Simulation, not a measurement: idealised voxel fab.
You're looking at the process module voxel lift off.
Section shown: cut. Width: 240 nm. Cell size: 5 nm, square.
Just so we're on the same page, the cross-sections are grids of square cells, and they're listed out in bands top to bottom, each band one or more rows deep. Top height, bottom height, nm. Materials left to right, width each, nm. Single material + "throughout" = fills band edge to edge. "blank" = empty. Height datum 0, below which the as-received substrate wafer is one material. Lowest band open at the bottom, running downward: "0 -> down". It should be noted that a width expressed as "30 to 40" varies in equal increments from row to row of cells within the band, taking the value of the first number at the top row and that of the second number at the bottom row. Take "no modification" at face value: in the step it is given for, the cross-section changed in none of its cells. Enclosed voids (no open way to top), threshold 8 cells or more, entry "Sealed internal voids", notation width x height at distance, distance from left edge, nm. What comes after the settings on a step's line is commentary from the simulator itself on that step. "overlay nm" denotes, for a step that has a mask, the displacement of the mask to the right of its planned place, with negative values corresponding to the left. So the way this works: pairs, before and after one process step. The after picture only goes down to the lowest band that actually changed, nothing below. Step and its settings are under each pair. And watch out, pairs might come from different runs of this module, same starting wafer though, so a pair only follows on from the one above if its "Before processing" entry tells you so.

**Before processing**
> 0 -> down: Si throughout
> Sealed internal voids: none

**Resultant Cross-Section**
> 5 -> 0: Al2O3 throughout
> Heights below 0 show no change.
> Sealed internal voids: none
In between the before and after cross-sections above, the step is CONFORMAL_DEP | material Al2O3 | thk nm 5

Before processing: The structure entering this step is exactly what the pair just above shows after its step.

**Resultant Cross-Section**
> 25 -> 5: resist 80 nm, blank 25 nm, resist 30 nm, blank 25 nm, resist 80 nm
> Heights below 5 show no change.
> Sealed internal voids: none
In between the before and after cross-sections above, the step is PATTERN | tone open | mask id LINES | material resist | width nm 25 | pitch nm 55 | thk nm 20 | overlay nm 0

Before processing: The structure entering this step is exactly what the pair just above shows after its step.

**Resultant Cross-Section**
> 30 -> 25: Ru 80 nm, blank 25 nm, Ru 30 nm, blank 25 nm, Ru 80 nm
> 25 -> 10: resist 80 nm, blank 25 nm, resist 30 nm, blank 25 nm, resist 80 nm
> 10 -> 5: resist 80 nm, Ru 25 nm, resist 30 nm, Ru 25 nm, resist 80 nm
> Heights below 5 show no change.
> Sealed internal voids: none
In between the before and after cross-sections above, the step is DIRECTIONAL_DEP | material Ru | thk nm 5

Before processing: The structure entering this step is exactly what the pair just above shows after its step.

**Resultant Cross-Section**
> 10 -> 5: blank 80 nm, Ru 25 nm, blank 30 nm, Ru 25 nm, blank 80 nm
> Heights below 5 show no change.
> Sealed internal voids: none
In between the before and after cross-sections above, the step is STRIP | etch materials resist

Before processing: The structure entering this step is exactly what the pair just above shows after its step.

**Resultant Cross-Section**
> 20 -> 15: blank 70 nm, SiN 45 nm, blank 10 nm, SiN 45 nm, blank 70 nm
> 15 -> 10: SiN throughout
> 10 -> 5: SiN 80 nm, Ru 25 nm, SiN 30 nm, Ru 25 nm, SiN 80 nm
> Heights below 5 show no change.
> Sealed internal voids: none
In between the before and after cross-sections above, the step is CONFORMAL_DEP | material SiN | thk nm 10

**Before processing**
> 10 -> 5: blank 80 nm, Ru 25 nm, blank 30 nm, Ru 25 nm, blank 80 nm
> 5 -> 0: Al2O3 throughout
> 0 -> down: Si throughout
> Sealed internal voids: none

**Resultant Cross-Section**
> 15 -> 10: blank 75 nm, SiN 35 nm, blank 20 nm, SiN 35 nm, blank 75 nm
> 10 -> 5: SiN 80 nm, Ru 25 nm, SiN 30 nm, Ru 25 nm, SiN 80 nm
> Heights below 5 show no change.
> Sealed internal voids: none
In between the before and after cross-sections above, the step is CONFORMAL_DEP | material SiN | thk nm 5

**Before processing**
> 5 -> 0: Al2O3 throughout
> 0 -> down: Si throughout
> Sealed internal voids: none

**Resultant Cross-Section**
> 25 -> 5: resist 80 nm, blank 30 nm, resist 25 nm, blank 30 nm, resist 75 nm
> Heights below 5 show no change.
> Sealed internal voids: none
In between the before and after cross-sections above, the step is PATTERN | tone open | mask id LINES | material resist | width nm 30 | pitch nm 55 | thk nm 20 | overlay nm 0

Before processing: The structure entering this step is exactly what the pair just above shows after its step.

**Resultant Cross-Section**
> 30 -> 25: Ru 80 nm, blank 30 nm, Ru 25 nm, blank 30 nm, Ru 75 nm
> 25 -> 10: resist 80 nm, blank 30 nm, resist 25 nm, blank 30 nm, resist 75 nm
> 10 -> 5: resist 80 nm, Ru 30 nm, resist 25 nm, Ru 30 nm, resist 75 nm
> Heights below 5 show no change.
> Sealed internal voids: none
In between the before and after cross-sections above, the step is DIRECTIONAL_DEP | material Ru | thk nm 5

Before processing: The structure entering this step is exactly what the pair just above shows after its step.

**Resultant Cross-Section**
> 10 -> 5: blank 80 nm, Ru 30 nm, blank 25 nm, Ru 30 nm, blank 75 nm
> Heights below 5 show no change.
> Sealed internal voids: none
In between the before and after cross-sections above, the step is STRIP | etch materials resist

Before processing: The structure entering this step is exactly what the pair just above shows after its step.

**Resultant Cross-Section**
> 20 -> 15: blank 70 nm, SiN 50 nm, blank 5 nm, SiN 50 nm, blank 65 nm
> 15 -> 10: SiN throughout
> 10 -> 5: SiN 80 nm, Ru 30 nm, SiN 25 nm, Ru 30 nm, SiN 75 nm
> Heights below 5 show no change.
> Sealed internal voids: none
In between the before and after cross-sections above, the step is CONFORMAL_DEP | material SiN | thk nm 10

**Before processing**
> 5 -> 0: Al2O3 throughout
> 0 -> down: Si throughout
> Sealed internal voids: none

**Resultant Cross-Section**
> 25 -> 5: resist 90 nm, blank 25 nm, resist 30 nm, blank 25 nm, resist 70 nm
> Heights below 5 show no change.
> Sealed internal voids: none
In between the before and after cross-sections above, the step is PATTERN | tone open | mask id LINES | material resist | width nm 25 | pitch nm 55 | thk nm 20 | overlay nm 10

Before processing: The structure entering this step is exactly what the pair just above shows after its step.

**Resultant Cross-Section**
> 30 -> 25: Ru 90 nm, blank 25 nm, Ru 30 nm, blank 25 nm, Ru 70 nm
> 25 -> 10: resist 90 nm, blank 25 nm, resist 30 nm, blank 25 nm, resist 70 nm
> 10 -> 5: resist 90 nm, Ru 25 nm, resist 30 nm, Ru 25 nm, resist 70 nm
> Heights below 5 show no change.
> Sealed internal voids: none
In between the before and after cross-sections above, the step is DIRECTIONAL_DEP | material Ru | thk nm 5

Before processing: The structure entering this step is exactly what the pair just above shows after its step.

**Resultant Cross-Section**
> 10 -> 5: blank 90 nm, Ru 25 nm, blank 30 nm, Ru 25 nm, blank 70 nm
> Heights below 5 show no change.
> Sealed internal voids: none
In between the before and after cross-sections above, the step is STRIP | etch materials resist

Before processing: The structure entering this step is exactly what the pair just above shows after its step.

**Resultant Cross-Section**
> 20 -> 15: blank 80 nm, SiN 45 nm, blank 10 nm, SiN 45 nm, blank 60 nm
> 15 -> 10: SiN throughout
> 10 -> 5: SiN 90 nm, Ru 25 nm, SiN 30 nm, Ru 25 nm, SiN 70 nm
> Heights below 5 show no change.
> Sealed internal voids: none
In between the before and after cross-sections above, the step is CONFORMAL_DEP | material SiN | thk nm 10

**Before processing**
> 0 -> down: Si throughout
> Sealed internal voids: none

**Resultant Cross-Section**
> 5 -> 0: SiN throughout
> Heights below 0 show no change.
> Sealed internal voids: none
In between the before and after cross-sections above, the step is CONFORMAL_DEP | material SiN | thk nm 5

Before processing: The structure entering this step is exactly what the pair just above shows after its step.

**Resultant Cross-Section**
> 25 -> 5: resist 80 nm, blank 25 nm, resist 30 nm, blank 25 nm, resist 80 nm
> Heights below 5 show no change.
> Sealed internal voids: none
In between the before and after cross-sections above, the step is PATTERN | tone open | mask id LINES | material resist | width nm 25 | pitch nm 55 | thk nm 20 | overlay nm 0

Before processing: The structure entering this step is exactly what the pair just above shows after its step.

**Resultant Cross-Section**
> 30 -> 25: Ru 80 nm, blank 25 nm, Ru 30 nm, blank 25 nm, Ru 80 nm
> 25 -> 10: resist 80 nm, blank 25 nm, resist 30 nm, blank 25 nm, resist 80 nm
> 10 -> 5: resist 80 nm, Ru 25 nm, resist 30 nm, Ru 25 nm, resist 80 nm
> Heights below 5 show no change.
> Sealed internal voids: none
In between the before and after cross-sections above, the step is DIRECTIONAL_DEP | material Ru | thk nm 5

Before processing: The structure entering this step is exactly what the pair just above shows after its step.

**Resultant Cross-Section**
> 10 -> 5: blank 80 nm, Ru 25 nm, blank 30 nm, Ru 25 nm, blank 80 nm
> Heights below 5 show no change.
> Sealed internal voids: none
In between the before and after cross-sections above, the step is STRIP | etch materials resist

Before processing: The structure entering this step is exactly what the pair just above shows after its step.

**Resultant Cross-Section**
> 20 -> 15: blank 70 nm, SiN 45 nm, blank 10 nm, SiN 45 nm, blank 70 nm
> 15 -> 10: SiN throughout
> 10 -> 5: SiN 80 nm, Ru 25 nm, SiN 30 nm, Ru 25 nm, SiN 80 nm
> Heights below 5 show no change.
> Sealed internal voids: none
In between the before and after cross-sections above, the step is CONFORMAL_DEP | material SiN | thk nm 10

**Before processing**
> 5 -> 0: Al2O3 throughout
> 0 -> down: Si throughout
> Sealed internal voids: none

**Resultant Cross-Section**
> 25 -> 5: blank 80 nm, resist 25 nm, blank 30 nm, resist 25 nm, blank 80 nm
> Heights below 5 show no change.
> Sealed internal voids: none
In between the before and after cross-sections above, the step is PATTERN | tone cover | mask id LINES | material resist | width nm 25 | pitch nm 55 | thk nm 20 | overlay nm 0

Before processing: The structure entering this step is exactly what the pair just above shows after its step.

**Resultant Cross-Section**
> 30 -> 25: blank 80 nm, Ru 25 nm, blank 30 nm, Ru 25 nm, blank 80 nm
> 25 -> 10: blank 80 nm, resist 25 nm, blank 30 nm, resist 25 nm, blank 80 nm
> 10 -> 5: Ru 80 nm, resist 25 nm, Ru 30 nm, resist 25 nm, Ru 80 nm
> Heights below 5 show no change.
> Sealed internal voids: none
In between the before and after cross-sections above, the step is DIRECTIONAL_DEP | material Ru | thk nm 5

Before processing: The structure entering this step is exactly what the pair just above shows after its step.

**Resultant Cross-Section**
> 10 -> 5: Ru 80 nm, blank 25 nm, Ru 30 nm, blank 25 nm, Ru 80 nm
> Heights below 5 show no change.
> Sealed internal voids: none
In between the before and after cross-sections above, the step is STRIP | etch materials resist

Before processing: The structure entering this step is exactly what the pair just above shows after its step.

**Resultant Cross-Section**
> 20 -> 15: SiN 90 nm, blank 5 nm, SiN 50 nm, blank 5 nm, SiN 90 nm
> 15 -> 10: SiN throughout
> 10 -> 5: Ru 80 nm, SiN 25 nm, Ru 30 nm, SiN 25 nm, Ru 80 nm
> Heights below 5 show no change.
> Sealed internal voids: none
In between the before and after cross-sections above, the step is CONFORMAL_DEP | material SiN | thk nm 10
